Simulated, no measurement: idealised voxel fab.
process module | voxel spacer lines
cross-section cut | 280 nm wide | cells 5 nm
A cross-section is a grid of square cells, given in bands from the top down. A band is one or more rows of cells.
Each band's line starts with the height of the band's top and of its bottom, in nm. Then come its materials from left to right, each with its width in nm. One material with "throughout" fills the band from edge to edge. "air" is empty space.
Height 0 is the level under which the wafer as received is all one material. The lowest band goes on downwards, as in "0 down".
A width such as "30 to 40" changes by the same amount from each row of cells to the next, from the band's top row to its bottom row.
"no change" after a step means that no cell of the cross-section changed.
closed voids: empty space of 8 cells or more with no open way to the top, each as width x height at its distance from the left edge, in nm
after a step's settings: what the simulator itself notes on the step
overlay nm, on a step with a mask: how far to the right of its planned place the mask lay; to the left if negative
plan
1 op RECEIVE | material Si
2 op CONFORMAL_DEP | material Al2O3 | thk nm 10
3 op DIRECTIONAL_DEP | material SiN | thk nm 10
4 op DIRECTIONAL_DEP | material aC | thk nm 20
5 op PATTERN | tone cover | mask id MANDREL | material resist | width nm 15 | pitch nm 50 | thk nm 25 | overlay nm -15
6 op DIRECTIONAL_ETCH | etch materials aC | depth nm 20
7 op STRIP | etch materials resist
8 op CONFORMAL_DEP | material SiO2 | thk nm 10
9 op DIRECTIONAL_ETCH | etch materials SiO2 | depth nm 10
10 op STRIP | etch materials aC
11 op DIRECTIONAL_ETCH | etch materials SiN | depth nm 10
12 op STRIP | etch materials SiO2
13 op FILL_DEP | material SiO2 | thk nm 10
14 op CMP | height nm 20
varied across the wafers: overlay nm of step 5. The plan shows the first wafer's value. All wafers start alike
first wafer as received, after step 1
  0 down: Si throughout
  closed voids: none
each wafer at the end: cells of each material gained (+) or lost (-) since it was received, then its closed voids
overlay nm -15 | +112 Al2O3 | +16 SiN | +96 SiO2 | closed voids: none
overlay nm -10 | +112 Al2O3 | +16 SiN | +96 SiO2 | closed voids: none
overlay nm -5 | +112 Al2O3 | +16 SiN | +96 SiO2 | closed voids: none
overlay nm 0 | +112 Al2O3 | +16 SiN | +96 SiO2 | closed voids: none
overlay nm 5 | +112 Al2O3 | +16 SiN | +96 SiO2 | closed voids: none
overlay nm 10 | +112 Al2O3 | +16 SiN | +96 SiO2 | closed voids: none
overlay nm 15 | +112 Al2O3 | +16 SiN | +96 SiO2 | closed voids: none
